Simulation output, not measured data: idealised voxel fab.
Name of the process module below: voxel released beams
Cross-section cut spans 220 nm and uses square cells 5 nm in size.
When this document writes out a cross-section, it uses a grid of square cells and lists it as bands, beginning at the top and moving down, with a band standing for one or more rows of cells. It is stipulated that each band's entry specify, in nanometres, the height of the top of the band and then that of its bottom, followed by the materials of the band in left-to-right sequence, each together with its width in nanometres. A single material marked by the word "throughout" is understood to fill the band from edge to edge; the word "blank" is understood to denote empty space. Measure heights from 0. That's the level where, below it, the as-received wafer is all one material. The lowest band is bottomless and extends downward; write it as in "z 0 and below". A width given as "30 to 40" starts at the first number in the band's top row and ends at the second number in its bottom row, shifting by an equal amount at every step from row to row. Where the words "changes: none" appear for a step, the cross-section shows no cell changed by that step; every cell remained as before. Each empty space that has no open way to the top and spans at least 8 cells appears under "Cavities, closed" as width x height at distance, the distance counted from the left edge, all in nm. Anything after a step's settings on that line? It's the simulator's own note about the step. What "overlay nm" on a step's line means: if the step has a mask, that mask lay this far to the right of its planned place, or, when the value is negative, to the left.
**Steps in the process plan**
step 1: RECEIVE with material Si
step 2: CONFORMAL_DEP with material Al2O3, thk nm 5
step 3: DIRECTIONAL_DEP with material SiO2, thk nm 10
step 4: DIRECTIONAL_DEP with material aC, thk nm 15
step 5: PATTERN with tone open, mask id ANCHOR, material resist, width nm 35, thk nm 35, overlay nm 0
step 6: DIRECTIONAL_ETCH with etch materials aC, depth nm 15
step 7: STRIP with etch materials resist
step 8: DIRECTIONAL_ETCH with etch materials SiO2, depth nm 10
step 9: STRIP with etch materials aC
step 10: CONFORMAL_DEP with material polySi, thk nm 10
step 11: DIRECTIONAL_DEP with material aC, thk nm 15
step 12: PATTERN with tone cover, mask id BEAM, material resist, width nm 85, thk nm 30, overlay nm 0
step 13: DIRECTIONAL_ETCH with etch materials aC, depth nm 15
step 14: STRIP with etch materials resist
step 15: DIRECTIONAL_ETCH with etch materials polySi, depth nm 10
step 16: STRIP with etch materials aC
step 17: STRIP with etch materials SiO2
**First of two wafers: run as planned**
**This is the cross-section of the wafer as we received it, i.e. after step 1**
- z 0 and below = Si throughout
- Cavities, closed: none
**After step 2, in cross-section**
- z 5 to 0 = Al2O3 throughout
- Below 0, the layers are the same as they were.
**After step 3, in cross-section**
- z 15 to 5 = SiO2 throughout
- Below 5, the layers are the same as they were.
**After step 4, in cross-section**
- z 30 to 15 = aC throughout
- Below 15, the layers are the same as they were.
**After step 5, in cross-section**
- z 65 to 30 = resist: 70 / blank: 35 / resist: 115
- Below 30, the layers are the same as they were.
**After step 6, in cross-section**
- z 50 to 30 = resist: 70 / blank: 35 / resist: 115
- z 30 to 15 = aC: 70 / blank: 35 / aC: 115
- Below 15, the layers are the same as they were.
**After step 7, in cross-section**
- z 30 to 15 = aC: 70 / blank: 35 / aC: 115
- Below 15, the layers are the same as they were.
**After step 8, in cross-section**
- z 30 to 15 = aC: 70 / blank: 35 / aC: 115
- z 15 to 5 = SiO2: 70 / blank: 35 / SiO2: 115
- Below 5, the layers are the same as they were.
**After step 9, in cross-section**
- z 15 to 5 = SiO2: 70 / blank: 35 / SiO2: 115
- Below 5, the layers are the same as they were.
**After step 10, in cross-section**
- z 25 to 15 = polySi: 80 / blank: 15 / polySi: 125
- z 15 to 5 = SiO2: 70 / polySi: 35 / SiO2: 115
- Below 5, the layers are the same as they were.
**After step 11, in cross-section**
- z 40 to 30 = aC: 80 / blank: 15 / aC: 125
- z 30 to 25 = aC throughout
- z 25 to 15 = polySi: 80 / aC: 15 / polySi: 125
- Below 15, the layers are the same as they were.
**After step 12, in cross-section**
- z 70 to 40 = blank: 65 / resist: 85 / blank: 70
- z 40 to 30 = aC: 80 / resist: 15 / aC: 125
- Below 30, the layers are the same as they were.
**After step 13, in cross-section**
- z 55 to 40 = blank: 65 / resist: 85 / blank: 70
- z 40 to 30 = blank: 65 / aC: 15 / resist: 15 / aC: 55 / blank: 70
- z 30 to 25 = blank: 65 / aC: 85 / blank: 70
- Below 25, the layers are the same as they were.
**After step 14, in cross-section**
- z 40 to 30 = blank: 65 / aC: 15 / blank: 15 / aC: 55 / blank: 70
- Below 30, the layers are the same as they were.
**After step 15, in cross-section**
- z 40 to 30 = blank: 65 / aC: 15 / blank: 15 / aC: 55 / blank: 70
- z 30 to 25 = blank: 65 / aC: 85 / blank: 70
- z 25 to 15 = blank: 65 / polySi: 15 / aC: 15 / polySi: 55 / blank: 70
- Below 15, the layers are the same as they were.
**After step 16, in cross-section**
- z 25 to 15 = blank: 65 / polySi: 15 / blank: 15 / polySi: 55 / blank: 70
- Below 15, the layers are the same as they were.
**After step 17, in cross-section**
- z 25 to 15 = blank: 65 / polySi: 15 / blank: 15 / polySi: 55 / blank: 70
- z 15 to 5 = blank: 70 / polySi: 35 / blank: 115
- Below 5, the layers are the same as they were.
**Wafer two. Identical start, identical plan. One mistake in execution. Identical history through step 1**
**X-section, second wafer, when step 2 was due to finish**
- z 10 to 0 = SiO2 throughout
- Below 0, the layers are the same as they were.
**X-section, second wafer, when step 3 was due to finish**
- z 15 to 10 = Al2O3 throughout
- Below 10, the layers are the same as they were.
**X-section, second wafer, when step 4 was due to finish**
- z 30 to 15 = aC throughout
- Below 15, the layers are the same as they were.
**X-section, second wafer, when step 5 was due to finish**
- z 65 to 30 = resist: 70 / blank: 35 / resist: 115
- Below 30, the layers are the same as they were.
**X-section, second wafer, when step 6 was due to finish**
- z 50 to 30 = resist: 70 / blank: 35 / resist: 115
- z 30 to 15 = aC: 70 / blank: 35 / aC: 115
- Below 15, the layers are the same as they were.
**X-section, second wafer, when step 7 was due to finish**
- z 30 to 15 = aC: 70 / blank: 35 / aC: 115
- Below 15, the layers are the same as they were.
X-section, second wafer, when step 8 was due to finish: changes: none
**X-section, second wafer, when step 9 was due to finish**
- z 15 to 10 = Al2O3 throughout
- Below 10, the layers are the same as they were.
**X-section, second wafer, when step 10 was due to finish**
- z 25 to 15 = polySi throughout
- Below 15, the layers are the same as they were.
**X-section, second wafer, when step 11 was due to finish**
- z 40 to 25 = aC throughout
- Below 25, the layers are the same as they were.
**X-section, second wafer, when step 12 was due to finish**
- z 70 to 40 = blank: 65 / resist: 85 / blank: 70
- Below 40, the layers are the same as they were.
**X-section, second wafer, when step 13 was due to finish**
- z 55 to 40 = blank: 65 / resist: 85 / blank: 70
- z 40 to 25 = blank: 65 / aC: 85 / blank: 70
- Below 25, the layers are the same as they were.
**X-section, second wafer, when step 14 was due to finish**
- z 40 to 25 = blank: 65 / aC: 85 / blank: 70
- Below 25, the layers are the same as they were.
**X-section, second wafer, when step 15 was due to finish**
- z 40 to 25 = blank: 65 / aC: 85 / blank: 70
- z 25 to 15 = blank: 65 / polySi: 85 / blank: 70
- Below 15, the layers are the same as they were.
**X-section, second wafer, when step 16 was due to finish**
- z 25 to 15 = blank: 65 / polySi: 85 / blank: 70
- Below 15, the layers are the same as they were.
X-section, second wafer, when step 17 was due to finish: changes: none
What was done differently from what was planned? so 2 and 3 got swapped relative to the plan, each ran where the other was supposed to
End check, counted in cells, second wafer has more or fewer of these materials than the first: SiO2 +88 | polySi -8
